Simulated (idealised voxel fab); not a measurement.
Process module, titled voxel self aligned vias
Displayed cross-section: cut, width of 170 nm, square cells sized 5 nm.
In what follows, cross-sections appear as grids of square cells, described through bands that run from the top down, where every band is one or more rows of cells.
Top, bottom (nm), then materials left to right with widths (nm); lone material tagged "full width" fills the whole band edge to edge; "empty" = empty space.
Where do heights start? At 0: under that level the wafer as delivered is made of one material only. And the lowest band has no floor; it just carries on downward, as in "0 and below".
A width given as "30->40" starts at the first number in the band's top row and ends at the second number in its bottom row, shifting by an equal amount at every step from row to row.
"nothing changed", as given for a step, is the statement that not any cell of the cross-section underwent a change during that step.
This entry, "Entrapped voids", enumerates those empty regions of no fewer than 8 cells that possess no open connection to the top. Each region is reported in the form width x height at distance, the distance being taken from the left edge, with all three quantities expressed in nm.
The remark found on a step's line after its settings is issued by the simulator itself and pertains to that step.
overlay nm: mask offset rightward from planned place, masked step; negative means leftward offset.
**Process steps foreseen in the plan**
1,RECEIVE,material Si
2,CONFORMAL_DEP,material SiO2,thk nm 15
3,CONFORMAL_DEP,material SiCN,thk nm 5
4,DIRECTIONAL_DEP,material SiO2,thk nm 30
5,MASKED_ETCH,tone open,mask id LINES,width nm 30,pitch nm 75,etch materials SiO2,depth nm 30,overlay nm 0
6,CONFORMAL_DEP,material TiN,thk nm 5
7,FILL_DEP,material W,thk nm 5
8,CMP,height nm 50
9,SELECTIVE_ETCH,etch materials W Ru TiN,depth nm 10
10,FILL_DEP,material SiN,thk nm 5
11,CMP,height nm 50
12,DIRECTIONAL_DEP,material SiO2,thk nm 20
13,PATTERN,tone open,mask id VIAS,material resist,width nm 50,pitch nm 75,thk nm 20,overlay nm 0
14,DIRECTIONAL_ETCH,etch materials SiO2,depth nm 20
15,DIRECTIONAL_ETCH,etch materials SiN,depth nm 10
16,STRIP,etch materials resist
17,CONFORMAL_DEP,material TiN,thk nm 5
18,FILL_DEP,material Cu,thk nm 5
19,CMP,height nm 70
20,CONFORMAL_DEP,material SiCN,thk nm 5
**Incoming wafer in cross-section (state: after step 1)**
- 0 and below = Si full width
- Entrapped voids: none
**Cross-section, first of two wafers, end of module, run as planned**
- 75 down to 70 = SiCN full width
- 70 down to 55 = SiO2 20 nm / TiN 5 nm / Cu 40 nm / TiN 5 nm / SiO2 25 nm / TiN 5 nm / Cu 40 nm / TiN 5 nm / SiO2 25 nm
- 55 down to 45 = SiO2 20->30 nm / TiN 15->5 nm / Cu 20 nm / TiN 15->5 nm / SiO2 25->45 nm / TiN 15->5 nm / Cu 20 nm / TiN 15->5 nm / SiO2 25->35 nm
- 45 down to 40 = SiO2 30 nm / TiN 30 nm / SiO2 45 nm / TiN 30 nm / SiO2 35 nm
- 40 down to 25 = SiO2 30 nm / TiN 5 nm / W 20 nm / TiN 5 nm / SiO2 45 nm / TiN 5 nm / W 20 nm / TiN 5 nm / SiO2 35 nm
- 25 down to 20 = SiO2 30 nm / TiN 30 nm / SiO2 45 nm / TiN 30 nm / SiO2 35 nm
- 20 down to 15 = SiCN full width
- 15 down to 0 = SiO2 full width
- 0 and below = Si full width
- Entrapped voids: none
**Cross-section at end of module for the second wafer of two, which matched the first in starting point and plan and differed by one mistake in its processing**
- 75 down to 70 = SiCN full width
- 70 down to 50 = SiO2 20 nm / TiN 5 nm / Cu 40 nm / TiN 5 nm / SiO2 25 nm / TiN 5 nm / Cu 40 nm / TiN 5 nm / SiO2 25 nm
- 50 down to 45 = SiN 20 nm / TiN 15 nm / Cu 20 nm / TiN 15 nm / SiN 25 nm / TiN 15 nm / Cu 20 nm / TiN 15 nm / SiN 25 nm
- 45 down to 40 = SiO2 30 nm / TiN 30 nm / SiO2 45 nm / TiN 30 nm / SiO2 35 nm
- 40 down to 25 = SiO2 30 nm / TiN 5 nm / W 20 nm / TiN 5 nm / SiO2 45 nm / TiN 5 nm / W 20 nm / TiN 5 nm / SiO2 35 nm
- 25 down to 20 = SiO2 30 nm / TiN 30 nm / SiO2 45 nm / TiN 30 nm / SiO2 35 nm
- 20 down to 15 = SiCN full width
- 15 down to 0 = SiO2 full width
- 0 and below = Si full width
- Entrapped voids: none
Deviation noted in wafer processing: step 4 did not happen as planned, as run it was DIRECTIONAL_DEP,material SiO2,thk nm 25
At the finish, the second wafer shows more or fewer cells for some materials than the first does: Cu: 8 more | SiN: 14 more | SiO2: 22 fewer
